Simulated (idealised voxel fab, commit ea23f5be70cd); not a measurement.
process module | voxel gate over fins
cross-section cut | 210 nm wide | cells 5 nm
A cross-section is a grid of square cells, given in bands from the top down. A band is one or more rows of cells.
Each band's line starts with the height of the band's top and of its bottom, in nm. Then come its materials from left to right, each with its width in nm. One material with "throughout" fills the band from edge to edge. "air" is empty space.
Height 0 is the level under which the wafer as received is all one material. The lowest band goes on downwards, as in "0 down".
A width such as "30 to 40" changes by the same amount from each row of cells to the next, from the band's top row to its bottom row.
"no change" after a step means that no cell of the cross-section changed.
closed voids: empty space of 8 cells or more with no open way to the top, each as width x height at its distance from the left edge, in nm
after a step's settings: what the simulator itself notes on the step
overlay nm, on a step with a mask: how far to the right of its planned place the mask lay; to the left if negative
plan
1 op RECEIVE | material Si
2 op CONFORMAL_DEP | material SiN | thk nm 10
3 op MASKED_ETCH | tone cover | mask id FINS | width nm 15 | pitch nm 35 | etch materials SiN | depth nm 10 | overlay nm 0
4 op MASKED_ETCH | tone cover | mask id FINS | width nm 15 | pitch nm 35 | etch materials Si | depth nm 40 | overlay nm 0
5 op OXIDIZE | depth nm 5
6 op FILL_DEP | material SiO2 | thk nm 10
7 op CMP | height nm 10
8 op SELECTIVE_ETCH | etch materials SiO2 | depth nm 20
9 op STRIP | etch materials SiN
10 op CONFORMAL_DEP | material HfO2 | thk nm 5
11 op CONFORMAL_DEP | material TiN | thk nm 5
12 op FILL_DEP | material W | thk nm 10
13 op CMP | height nm 15
14 op CONFORMAL_DEP | material SiCN | thk nm 10
as received, after step 1
  0 down: Si throughout
  closed voids: none
a wafer at the end: this start, this plan, one mistake
  25 to 15: SiCN throughout
  15 to 10: W throughout
  10 to 5: W 65 | TiN 25 | W 10 | TiN 25 | W 85
  5 to 0: W 65 | TiN 5 | HfO2 15 | TiN 20 | HfO2 15 | TiN 15 | W 75
  0 to -5: TiN 70 | HfO2 5 | Si 5 | HfO2 15 | TiN 10 | HfO2 5 | Si 5 | HfO2 15 | TiN 80
  -5 to -10: HfO2 75 | Si 15 | HfO2 20 | Si 15 | HfO2 85
  -10 to -45: SiO2 75 | Si 15 | SiO2 20 | Si 15 | SiO2 85
  -45 down: Si throughout
  closed voids: none
what went wrong: step 3 ran as: op MASKED_ETCH | tone cover | mask id FINS | width nm 15 | pitch nm 35 | etch materials SiN | depth nm 10 | overlay nm -10
